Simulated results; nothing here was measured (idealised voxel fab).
Process module name: voxel capacitor over wiring
Cross-section cut: width 265 nm, square cells of 5 nm.
Cross-section, as written here: a square-cell grid given band by band from the top down, where a band holds one or more rows of cells.
The band entry comprises the height of the band's top followed by the height of its bottom, expressed in nm, and subsequently the band's materials from left to right, each stated together with its width in nm. Where a single material is marked with the word "edge to edge", that material fills the band from edge to edge. The word "blank" represents empty space.
Height 0 is the level under which the wafer as received is all one material. The lowest band goes on downwards, as in "0 -> down".
The expression "30..40" gives the width at the extremes of the band, the first number at its top row of cells and the second at its bottom row, with the width changing by equal amounts from each row to the next in between.
Step note "no change" = no cross-section cell changed.
"Closed void list" lists enclosed empty spaces (at least 8 cells, no open path upward to the top), each as width x height at distance from the left edge, in nm.
Heads up: the bit after the settings on a step's line is the simulator's remark on that step.
overlay nm: on a step with a mask, how far right of its planned place the mask lay; negative means left.
Set out below are the planned steps of the process
1) RECEIVE: material Si
2) CONFORMAL_DEP: material SiO2, thk nm 10
3) CONFORMAL_DEP: material SiN, thk nm 5
4) DIRECTIONAL_DEP: material lowk, thk nm 15
5) DIRECTIONAL_DEP: material aC, thk nm 10
6) PATTERN: tone open, mask id METAL_1, material resist, width nm 30, pitch nm 100, thk nm 25, overlay nm 0
7) DIRECTIONAL_ETCH: etch materials aC, depth nm 10
8) STRIP: etch materials resist
9) DIRECTIONAL_ETCH: etch materials lowk, depth nm 15
10) DIRECTIONAL_ETCH: etch materials SiN, depth nm 5
11) STRIP: etch materials aC
12) CONFORMAL_DEP: material TiN, thk nm 5
13) FILL_DEP: material Cu, thk nm 10
14) CMP: height nm 30
15) EPI: material Ru, thk nm 5
16) FILL_DEP: material SiCN, thk nm 5
17) DIRECTIONAL_DEP: material lowk, thk nm 20
18) MASKED_ETCH: tone open, mask id PLUG_1, width nm 15, etch materials lowk, depth nm 20, overlay nm 0
19) MASKED_ETCH: tone open, mask id PLUG_1, width nm 15, etch materials SiCN, depth nm 5, overlay nm 0
20) EPI: material Ru, thk nm 10
21) EPI: material Ru, thk nm 10
22) EPI: material Ru, thk nm 5
23) DIRECTIONAL_DEP: material TiN, thk nm 10
24) DIRECTIONAL_DEP: material Al2O3, thk nm 5
25) DIRECTIONAL_DEP: material TiN, thk nm 5
26) PATTERN: tone cover, mask id UPPER_PLATE, material resist, width nm 75, thk nm 15, overlay nm 0
27) DIRECTIONAL_ETCH: etch materials TiN, depth nm 5
28) DIRECTIONAL_ETCH: etch materials Al2O3, depth nm 5
29) STRIP: etch materials resist
30) MASKED_ETCH: tone cover, mask id LOWER_PLATE, width nm 85, etch materials TiN, depth nm 10, overlay nm 0
31) FILL_DEP: material SiO2, thk nm 15
32) CMP: height nm 90
33) DIRECTIONAL_DEP: material aC, thk nm 15
34) PATTERN: tone open, mask id PLUG_2, material resist, width nm 15, thk nm 35, overlay nm 0
35) DIRECTIONAL_ETCH: etch materials aC, depth nm 15
36) STRIP: etch materials resist
37) DIRECTIONAL_ETCH: etch materials SiO2, depth nm 10
38) STRIP: etch materials aC
39) CONFORMAL_DEP: material TiN, thk nm 5
40) FILL_DEP: material Ru, thk nm 10
41) CMP: height nm 90
42) CONFORMAL_DEP: material SiCN, thk nm 5
Run as planned: first of two wafers
Step 1 complete: cross-section of the wafer as received
0 -> down = Si edge to edge
Closed void list: none
Cross-section through the wafer, step 2 finished
10 -> 0 = SiO2 edge to edge
Under the height 0 nothing was changed.
Cross-section through the wafer, step 3 finished
15 -> 10 = SiN edge to edge
Under the height 10 nothing was changed.
Cross-section through the wafer, step 4 finished
30 -> 15 = lowk edge to edge
Under the height 15 nothing was changed.
Cross-section through the wafer, step 5 finished
40 -> 30 = aC edge to edge
Under the height 30 nothing was changed.
Cross-section through the wafer, step 6 finished
65 -> 40 = resist: 65  blank: 30  resist: 70  blank: 30  resist: 70
Under the height 40 nothing was changed.
Cross-section through the wafer, step 7 finished
55 -> 40 = resist: 65  blank: 30  resist: 70  blank: 30  resist: 70
40 -> 30 = aC: 65  blank: 30  aC: 70  blank: 30  aC: 70
Under the height 30 nothing was changed.
Cross-section through the wafer, step 8 finished
40 -> 30 = aC: 65  blank: 30  aC: 70  blank: 30  aC: 70
Under the height 30 nothing was changed.
Cross-section through the wafer, step 9 finished
40 -> 30 = aC: 65  blank: 30  aC: 70  blank: 30  aC: 70
30 -> 15 = lowk: 65  blank: 30  lowk: 70  blank: 30  lowk: 70
Under the height 15 nothing was changed.
Cross-section through the wafer, step 10 finished
40 -> 30 = aC: 65  blank: 30  aC: 70  blank: 30  aC: 70
30 -> 15 = lowk: 65  blank: 30  lowk: 70  blank: 30  lowk: 70
15 -> 10 = SiN: 65  blank: 30  SiN: 70  blank: 30  SiN: 70
Under the height 10 nothing was changed.
Cross-section through the wafer, step 11 finished
30 -> 15 = lowk: 65  blank: 30  lowk: 70  blank: 30  lowk: 70
Under the height 15 nothing was changed.
Cross-section through the wafer, step 12 finished
35 -> 30 = TiN: 70  blank: 20  TiN: 80  blank: 20  TiN: 75
30 -> 15 = lowk: 65  TiN: 5  blank: 20  TiN: 5  lowk: 70  TiN: 5  blank: 20  TiN: 5  lowk: 70
15 -> 10 = SiN: 65  TiN: 30  SiN: 70  TiN: 30  SiN: 70
Under the height 10 nothing was changed.
Cross-section through the wafer, step 13 finished
45 -> 35 = Cu edge to edge
35 -> 30 = TiN: 70  Cu: 20  TiN: 80  Cu: 20  TiN: 75
30 -> 15 = lowk: 65  TiN: 5  Cu: 20  TiN: 5  lowk: 70  TiN: 5  Cu: 20  TiN: 5  lowk: 70
Under the height 15 nothing was changed.
Cross-section through the wafer, step 14 finished
30 -> 15 = lowk: 65  TiN: 5  Cu: 20  TiN: 5  lowk: 70  TiN: 5  Cu: 20  TiN: 5  lowk: 70
Under the height 15 nothing was changed.
Cross-section through the wafer, step 15 finished
35 -> 30 = blank: 60  Ru: 40  blank: 60  Ru: 40  blank: 65
Under the height 30 nothing was changed.
Cross-section through the wafer, step 16 finished
40 -> 35 = SiCN edge to edge
35 -> 30 = SiCN: 60  Ru: 40  SiCN: 60  Ru: 40  SiCN: 65
Under the height 30 nothing was changed.
Cross-section through the wafer, step 17 finished
60 -> 40 = lowk edge to edge
Under the height 40 nothing was changed.
Cross-section through the wafer, step 18 finished
60 -> 40 = lowk: 80  blank: 15  lowk: 170
Under the height 40 nothing was changed.
Cross-section through the wafer, step 19 finished
60 -> 40 = lowk: 80  blank: 15  lowk: 170
40 -> 35 = SiCN: 80  blank: 15  SiCN: 170
Under the height 35 nothing was changed.
Cross-section through the wafer, step 20 finished
60 -> 45 = lowk: 80  blank: 15  lowk: 170
45 -> 40 = lowk: 80  Ru: 15  lowk: 170
40 -> 35 = SiCN: 80  Ru: 15  SiCN: 170
Under the height 35 nothing was changed.
Cross-section through the wafer, step 21 finished
60 -> 55 = lowk: 80  blank: 15  lowk: 170
55 -> 40 = lowk: 80  Ru: 15  lowk: 170
Under the height 40 nothing was changed.
Cross-section through the wafer, step 22 finished
60 -> 40 = lowk: 80  Ru: 15  lowk: 170
Under the height 40 nothing was changed.
Cross-section through the wafer, step 23 finished
70 -> 60 = TiN edge to edge
Under the height 60 nothing was changed.
Cross-section through the wafer, step 24 finished
75 -> 70 = Al2O3 edge to edge
Under the height 70 nothing was changed.
Cross-section through the wafer, step 25 finished
80 -> 75 = TiN edge to edge
Under the height 75 nothing was changed.
Cross-section through the wafer, step 26 finished
95 -> 80 = blank: 80  resist: 75  blank: 110
Under the height 80 nothing was changed.
Cross-section through the wafer, step 27 finished
95 -> 80 = blank: 80  resist: 75  blank: 110
80 -> 75 = blank: 80  TiN: 75  blank: 110
Under the height 75 nothing was changed.
Cross-section through the wafer, step 28 finished
95 -> 80 = blank: 80  resist: 75  blank: 110
80 -> 75 = blank: 80  TiN: 75  blank: 110
75 -> 70 = blank: 80  Al2O3: 75  blank: 110
Under the height 70 nothing was changed.
Cross-section through the wafer, step 29 finished
80 -> 75 = blank: 80  TiN: 75  blank: 110
Under the height 75 nothing was changed.
Cross-section through the wafer, step 30 finished
80 -> 75 = blank: 80  TiN: 75  blank: 110
75 -> 70 = blank: 80  Al2O3: 75  blank: 110
70 -> 60 = blank: 75  TiN: 85  blank: 105
Under the height 60 nothing was changed.
Cross-section through the wafer, step 31 finished
95 -> 80 = SiO2 edge to edge
80 -> 75 = SiO2: 80  TiN: 75  SiO2: 110
75 -> 70 = SiO2: 80  Al2O3: 75  SiO2: 110
70 -> 60 = SiO2: 75  TiN: 85  SiO2: 105
Under the height 60 nothing was changed.
Cross-section through the wafer, step 32 finished
90 -> 80 = SiO2 edge to edge
Under the height 80 nothing was changed.
Cross-section through the wafer, step 33 finished
105 -> 90 = aC edge to edge
Under the height 90 nothing was changed.
Cross-section through the wafer, step 34 finished
140 -> 105 = resist: 90  blank: 15  resist: 160
Under the height 105 nothing was changed.
Cross-section through the wafer, step 35 finished
125 -> 105 = resist: 90  blank: 15  resist: 160
105 -> 90 = aC: 90  blank: 15  aC: 160
Under the height 90 nothing was changed.
Cross-section through the wafer, step 36 finished
105 -> 90 = aC: 90  blank: 15  aC: 160
Under the height 90 nothing was changed.
Cross-section through the wafer, step 37 finished
105 -> 90 = aC: 90  blank: 15  aC: 160
90 -> 80 = SiO2: 90  blank: 15  SiO2: 160
Under the height 80 nothing was changed.
Cross-section through the wafer, step 38 finished
90 -> 80 = SiO2: 90  blank: 15  SiO2: 160
Under the height 80 nothing was changed.
Cross-section through the wafer, step 39 finished
95 -> 90 = TiN: 95  blank: 5  TiN: 165
90 -> 85 = SiO2: 90  TiN: 5  blank: 5  TiN: 5  SiO2: 160
85 -> 75 = SiO2: 90..80  TiN: 15..75  SiO2: 160..110
Under the height 75 nothing was changed.
Cross-section through the wafer, step 40 finished
105 -> 95 = Ru edge to edge
95 -> 90 = TiN: 95  Ru: 5  TiN: 165
90 -> 85 = SiO2: 90  TiN: 5  Ru: 5  TiN: 5  SiO2: 160
Under the height 85 nothing was changed.
Cross-section through the wafer, step 41 finished
90 -> 85 = SiO2: 90  TiN: 5  Ru: 5  TiN: 5  SiO2: 160
Under the height 85 nothing was changed.
Cross-section through the wafer, step 42 finished
95 -> 90 = SiCN edge to edge
Under the height 90 nothing was changed.
What follows concerns the second wafer, which started out like the first and was meant to follow the very same plan; one mistake crept in when it was run, but everything up to and including step 5 is the same as for the first wafer
What the second wafer looks like in cross-section when step 6 should have wrapped up
65 -> 40 = blank: 65  resist: 30  blank: 70  resist: 30  blank: 70
Under the height 40 nothing was changed.
What the second wafer looks like in cross-section when step 7 should have wrapped up
55 -> 40 = blank: 65  resist: 30  blank: 70  resist: 30  blank: 70
40 -> 30 = blank: 65  aC: 30  blank: 70  aC: 30  blank: 70
Under the height 30 nothing was changed.
What the second wafer looks like in cross-section when step 8 should have wrapped up
40 -> 30 = blank: 65  aC: 30  blank: 70  aC: 30  blank: 70
Under the height 30 nothing was changed.
What the second wafer looks like in cross-section when step 9 should have wrapped up
40 -> 30 = blank: 65  aC: 30  blank: 70  aC: 30  blank: 70
30 -> 15 = blank: 65  lowk: 30  blank: 70  lowk: 30  blank: 70
Under the height 15 nothing was changed.
What the second wafer looks like in cross-section when step 10 should have wrapped up
40 -> 30 = blank: 65  aC: 30  blank: 70  aC: 30  blank: 70
30 -> 15 = blank: 65  lowk: 30  blank: 70  lowk: 30  blank: 70
15 -> 10 = blank: 65  SiN: 30  blank: 70  SiN: 30  blank: 70
Under the height 10 nothing was changed.
What the second wafer looks like in cross-section when step 11 should have wrapped up
30 -> 15 = blank: 65  lowk: 30  blank: 70  lowk: 30  blank: 70
Under the height 15 nothing was changed.
What the second wafer looks like in cross-section when step 12 should have wrapped up
35 -> 30 = blank: 60  TiN: 40  blank: 60  TiN: 40  blank: 65
30 -> 15 = blank: 60  TiN: 5  lowk: 30  TiN: 5  blank: 60  TiN: 5  lowk: 30  TiN: 5  blank: 65
15 -> 10 = TiN: 65  SiN: 30  TiN: 70  SiN: 30  TiN: 70
Under the height 10 nothing was changed.
What the second wafer looks like in cross-section when step 13 should have wrapped up
45 -> 35 = Cu edge to edge
35 -> 30 = Cu: 60  TiN: 40  Cu: 60  TiN: 40  Cu: 65
30 -> 15 = Cu: 60  TiN: 5  lowk: 30  TiN: 5  Cu: 60  TiN: 5  lowk: 30  TiN: 5  Cu: 65
Under the height 15 nothing was changed.
What the second wafer looks like in cross-section when step 14 should have wrapped up
30 -> 15 = Cu: 60  TiN: 5  lowk: 30  TiN: 5  Cu: 60  TiN: 5  lowk: 30  TiN: 5  Cu: 65
Under the height 15 nothing was changed.
What the second wafer looks like in cross-section when step 15 should have wrapped up
35 -> 30 = Ru: 70  blank: 20  Ru: 80  blank: 20  Ru: 75
Under the height 30 nothing was changed.
What the second wafer looks like in cross-section when step 16 should have wrapped up
40 -> 35 = SiCN edge to edge
35 -> 30 = Ru: 70  SiCN: 20  Ru: 80  SiCN: 20  Ru: 75
Under the height 30 nothing was changed.
What the second wafer looks like in cross-section when step 17 should have wrapped up
60 -> 40 = lowk edge to edge
Under the height 40 nothing was changed.
What the second wafer looks like in cross-section when step 18 should have wrapped up
60 -> 40 = lowk: 80  blank: 15  lowk: 170
Under the height 40 nothing was changed.
What the second wafer looks like in cross-section when step 19 should have wrapped up
60 -> 40 = lowk: 80  blank: 15  lowk: 170
40 -> 35 = SiCN: 80  blank: 15  SiCN: 170
Under the height 35 nothing was changed.
What the second wafer looks like in cross-section when step 20 should have wrapped up
60 -> 45 = lowk: 80  blank: 15  lowk: 170
45 -> 40 = lowk: 80  Ru: 15  lowk: 170
40 -> 35 = SiCN: 80  Ru: 15  SiCN: 170
Under the height 35 nothing was changed.
What the second wafer looks like in cross-section when step 21 should have wrapped up
60 -> 55 = lowk: 80  blank: 15  lowk: 170
55 -> 40 = lowk: 80  Ru: 15  lowk: 170
Under the height 40 nothing was changed.
What the second wafer looks like in cross-section when step 22 should have wrapped up
60 -> 40 = lowk: 80  Ru: 15  lowk: 170
Under the height 40 nothing was changed.
What the second wafer looks like in cross-section when step 23 should have wrapped up
70 -> 60 = TiN edge to edge
Under the height 60 nothing was changed.
What the second wafer looks like in cross-section when step 24 should have wrapped up
75 -> 70 = Al2O3 edge to edge
Under the height 70 nothing was changed.
What the second wafer looks like in cross-section when step 25 should have wrapped up
80 -> 75 = TiN edge to edge
Under the height 75 nothing was changed.
What the second wafer looks like in cross-section when step 26 should have wrapped up
95 -> 80 = blank: 80  resist: 75  blank: 110
Under the height 80 nothing was changed.
What the second wafer looks like in cross-section when step 27 should have wrapped up
95 -> 80 = blank: 80  resist: 75  blank: 110
80 -> 75 = blank: 80  TiN: 75  blank: 110
Under the height 75 nothing was changed.
What the second wafer looks like in cross-section when step 28 should have wrapped up
95 -> 80 = blank: 80  resist: 75  blank: 110
80 -> 75 = blank: 80  TiN: 75  blank: 110
75 -> 70 = blank: 80  Al2O3: 75  blank: 110
Under the height 70 nothing was changed.
What the second wafer looks like in cross-section when step 29 should have wrapped up
80 -> 75 = blank: 80  TiN: 75  blank: 110
Under the height 75 nothing was changed.
What the second wafer looks like in cross-section when step 30 should have wrapped up
80 -> 75 = blank: 80  TiN: 75  blank: 110
75 -> 70 = blank: 80  Al2O3: 75  blank: 110
70 -> 60 = blank: 75  TiN: 85  blank: 105
Under the height 60 nothing was changed.
What the second wafer looks like in cross-section when step 31 should have wrapped up
95 -> 80 = SiO2 edge to edge
80 -> 75 = SiO2: 80  TiN: 75  SiO2: 110
75 -> 70 = SiO2: 80  Al2O3: 75  SiO2: 110
70 -> 60 = SiO2: 75  TiN: 85  SiO2: 105
Under the height 60 nothing was changed.
What the second wafer looks like in cross-section when step 32 should have wrapped up
90 -> 80 = SiO2 edge to edge
Under the height 80 nothing was changed.
What the second wafer looks like in cross-section when step 33 should have wrapped up
105 -> 90 = aC edge to edge
Under the height 90 nothing was changed.
What the second wafer looks like in cross-section when step 34 should have wrapped up
140 -> 105 = resist: 90  blank: 15  resist: 160
Under the height 105 nothing was changed.
What the second wafer looks like in cross-section when step 35 should have wrapped up
125 -> 105 = resist: 90  blank: 15  resist: 160
105 -> 90 = aC: 90  blank: 15  aC: 160
Under the height 90 nothing was changed.
What the second wafer looks like in cross-section when step 36 should have wrapped up
105 -> 90 = aC: 90  blank: 15  aC: 160
Under the height 90 nothing was changed.
What the second wafer looks like in cross-section when step 37 should have wrapped up
105 -> 90 = aC: 90  blank: 15  aC: 160
90 -> 80 = SiO2: 90  blank: 15  SiO2: 160
Under the height 80 nothing was changed.
What the second wafer looks like in cross-section when step 38 should have wrapped up
90 -> 80 = SiO2: 90  blank: 15  SiO2: 160
Under the height 80 nothing was changed.
What the second wafer looks like in cross-section when step 39 should have wrapped up
95 -> 90 = TiN: 95  blank: 5  TiN: 165
90 -> 85 = SiO2: 90  TiN: 5  blank: 5  TiN: 5  SiO2: 160
85 -> 75 = SiO2: 90..80  TiN: 15..75  SiO2: 160..110
Under the height 75 nothing was changed.
What the second wafer looks like in cross-section when step 40 should have wrapped up
105 -> 95 = Ru edge to edge
95 -> 90 = TiN: 95  Ru: 5  TiN: 165
90 -> 85 = SiO2: 90  TiN: 5  Ru: 5  TiN: 5  SiO2: 160
Under the height 85 nothing was changed.
What the second wafer looks like in cross-section when step 41 should have wrapped up
90 -> 85 = SiO2: 90  TiN: 5  Ru: 5  TiN: 5  SiO2: 160
Under the height 85 nothing was changed.
What the second wafer looks like in cross-section when step 42 should have wrapped up
95 -> 90 = SiCN edge to edge
Under the height 90 nothing was changed.
Error vs. plan: not per plan at step 6, really ran PATTERN: tone cover, mask id METAL_1, material resist, width nm 30, pitch nm 100, thk nm 25, overlay nm 0
Wrapping up, a cell-based count of both wafers puts the second over or under the first for these materials: Cu: 87 more; Ru: 29 more; SiCN: 29 fewer; SiN: 29 fewer; TiN: 29 more; lowk: 87 fewer
